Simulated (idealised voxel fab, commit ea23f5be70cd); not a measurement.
voxel self aligned vias: a process module
For reference, the cross-section in this document is cut, with width 290 nm and square cells of 5 nm.
Cross-section layout: square cells on a grid; listed as bands, top to bottom; a band spans one or more cell rows.
Read a band's entry like this: the first values are the height of its top and the height of its bottom in nm, and what follows is the sequence of materials from left to right, each with its width in nm. Note that "air" is empty space, and that a single material marked "full width" reaches across the band from edge to edge.
Convention: height 0 is the level below which the wafer, as received, is all one material. The lowest band does not terminate at the bottom but continues downward, represented as "0 and below".
The width entry "30 to 40" should be interpreted row by row: the top row of cells in the band takes the first number, the bottom row takes the second number, and the change between adjacent rows is uniform throughout.
For the purposes of this document, the phrase "remains unaltered" attached to a step denotes that no cell within the cross-section was modified by that step.
Enclosed voids (no open way to top), threshold 8 cells or more, entry "Closed empty spaces", notation width x height at distance, distance from left edge, nm.
Whatever follows a step's settings on its line is a remark the simulator itself makes about that step.
overlay nm: step with mask; distance mask lay right of planned place; negative value = left of planned place.

-- Here's what the planned process steps look like
| 1 | op RECEIVE | material Si |
| 2 | op CONFORMAL_DEP | material SiO2 | thk nm 15 |
| 3 | op CONFORMAL_DEP | material SiCN | thk nm 5 |
| 4 | op DIRECTIONAL_DEP | material SiO2 | thk nm 20 |
| 5 | op MASKED_ETCH | tone open | mask id LINES | width nm 25 | pitch nm 70 | etch materials SiO2 | depth nm 20 | overlay nm 0 |
| 6 | op CONFORMAL_DEP | material TiN | thk nm 5 |
| 7 | op FILL_DEP | material Ru | thk nm 10 |
| 8 | op CMP | height nm 40 |
| 9 | op SELECTIVE_ETCH | etch materials W Ru TiN | depth nm 10 |
| 10 | op FILL_DEP | material SiN | thk nm 5 |
| 11 | op CMP | height nm 40 |
| 12 | op DIRECTIONAL_DEP | material SiO2 | thk nm 20 |
| 13 | op PATTERN | tone open | mask id VIAS | material resist | width nm 45 | thk nm 20 | overlay nm -15 |
| 14 | op DIRECTIONAL_ETCH | etch materials SiO2 | depth nm 20 |
| 15 | op DIRECTIONAL_ETCH | etch materials SiN | depth nm 10 |
| 16 | op STRIP | etch materials resist |
| 17 | op CONFORMAL_DEP | material TiN | thk nm 5 |
| 18 | op FILL_DEP | material W | thk nm 5 |
| 19 | op CMP | height nm 60 |
| 20 | op CONFORMAL_DEP | material SiN | thk nm 5 |
The value of overlay nm given for step 13 in the plan refers to the first wafer; the wafers vary in this setting and are alike at the start.

-- Received condition of the first of several wafers, sectioned: post-step 1
- 0 and below  Si full width
- Closed empty spaces: none

-- Where each wafer stands at the end of the module, a row apiece: cells of each material gained (+) or lost (-) since it was received, then closed voids
overlay nm -15 | +6 Ru | +58 SiCN | +70 SiN | +562 SiO2 | +33 TiN | +25 W | Closed empty spaces: none
overlay nm -10 | +6 Ru | +58 SiCN | +68 SiN | +562 SiO2 | +33 TiN | +27 W | Closed empty spaces: none
overlay nm -5 | +6 Ru | +58 SiCN | +68 SiN | +562 SiO2 | +33 TiN | +27 W | Closed empty spaces: none
overlay nm 0 | +6 Ru | +58 SiCN | +68 SiN | +562 SiO2 | +33 TiN | +27 W | Closed empty spaces: none
overlay nm 5 | +6 Ru | +58 SiCN | +68 SiN | +562 SiO2 | +33 TiN | +27 W | Closed empty spaces: none
overlay nm 10 | +6 Ru | +58 SiCN | +68 SiN | +562 SiO2 | +33 TiN | +27 W | Closed empty spaces: none
overlay nm 15 | +6 Ru | +58 SiCN | +70 SiN | +562 SiO2 | +33 TiN | +25 W | Closed empty spaces: none
